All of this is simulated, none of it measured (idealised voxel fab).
A process module follows: voxel gate over fins.
Each square cell in cross-section cut measures 5 nm, and the section as a whole is 265 nm wide.
When this document writes out a cross-section, it uses a grid of square cells and lists it as bands, beginning at the top and moving down, with a band standing for one or more rows of cells.
Per band: top height and bottom height in nm, followed by the left-to-right materials and their widths in nm; "edge to edge" marks a single material spanning edge to edge, "blank" marks empty space.
We count height from 0. Below that, the starting wafer is all one material. The lowest band never ends at the bottom but goes on down; see "z 0 and below" for how that is written.
You'd read "30->40" like this: the band's top row of cells is as wide as the first number, its bottom row is as wide as the second, and going down, every row changes width by the same amount as the row before did.
Basically "identical to before" means that step didn't change any cell in the cross-section.
Empty spaces counting at least 8 cells and having no open way to the top are listed in "Sealed internal cavities". The notation width x height at distance is used for each, the distance being from the left edge and all three values in nm.
Post-settings text on a step line: simulator's own remark regarding the step.
On any step carrying a mask, the "overlay nm" setting, if present on the step's line, tells how far right of its planned place the mask lay; negative values point to the left.
[The steps planned for the process are as follows]
- 1: op RECEIVE | material Si
- 2: op CONFORMAL_DEP | material SiN | thk nm 10
- 3: op MASKED_ETCH | tone cover | mask id FINS | width nm 15 | pitch nm 45 | etch materials SiN | depth nm 10 | overlay nm 0
- 4: op MASKED_ETCH | tone cover | mask id FINS | width nm 15 | pitch nm 45 | etch materials Si | depth nm 40 | overlay nm 0
- 5: op FILL_DEP | material SiO2 | thk nm 5
- 6: op CMP | height nm 10
- 7: op SELECTIVE_ETCH | etch materials SiO2 | depth nm 25
- 8: op STRIP | etch materials SiN
- 9: op CONFORMAL_DEP | material HfO2 | thk nm 5
- 10: op CONFORMAL_DEP | material TiN | thk nm 5
- 11: op FILL_DEP | material W | thk nm 15
- 12: op CMP | height nm 20
- 13: op CONFORMAL_DEP | material SiCN | thk nm 10
[Cross-section of the incoming wafer, state after step 1]
  z 0 and below: Si edge to edge
  Sealed internal cavities: none
[The following cross-section depicts the wafer upon conclusion of the module. Processing commenced from the starting condition illustrated above and adhered to the plan illustrated above, save for one mistake in execution]
  z 30 to 20: SiCN edge to edge
  z 20 to 10: W edge to edge
  z 10 to 5: W=70, TiN=35, W=10, TiN=35, W=10, TiN=35, W=70
  z 5 to 0: W=70, TiN=5, SiO2=25, TiN=5, W=10, TiN=5, SiO2=25, TiN=5, W=10, TiN=5, SiO2=25, TiN=5, W=70
  z 0 to -5: W=70, TiN=5, SiO2=5, Si=15, SiO2=5, TiN=5, W=10, TiN=5, SiO2=5, Si=15, SiO2=5, TiN=5, W=10, TiN=5, SiO2=5, Si=15, SiO2=5, TiN=5, W=70
  z -5 to -10: TiN=75, SiO2=5, Si=15, SiO2=5, TiN=20, SiO2=5, Si=15, SiO2=5, TiN=20, SiO2=5, Si=15, SiO2=5, TiN=75
  z -10 to -40: SiO2=80, Si=15, SiO2=30, Si=15, SiO2=30, Si=15, SiO2=80
  z -40 and below: Si edge to edge
  Sealed internal cavities: none
Diagnosis: so step 9 ended up running with a different setting than we planned, it ran as op CONFORMAL_DEP | material SiO2 | thk nm 5
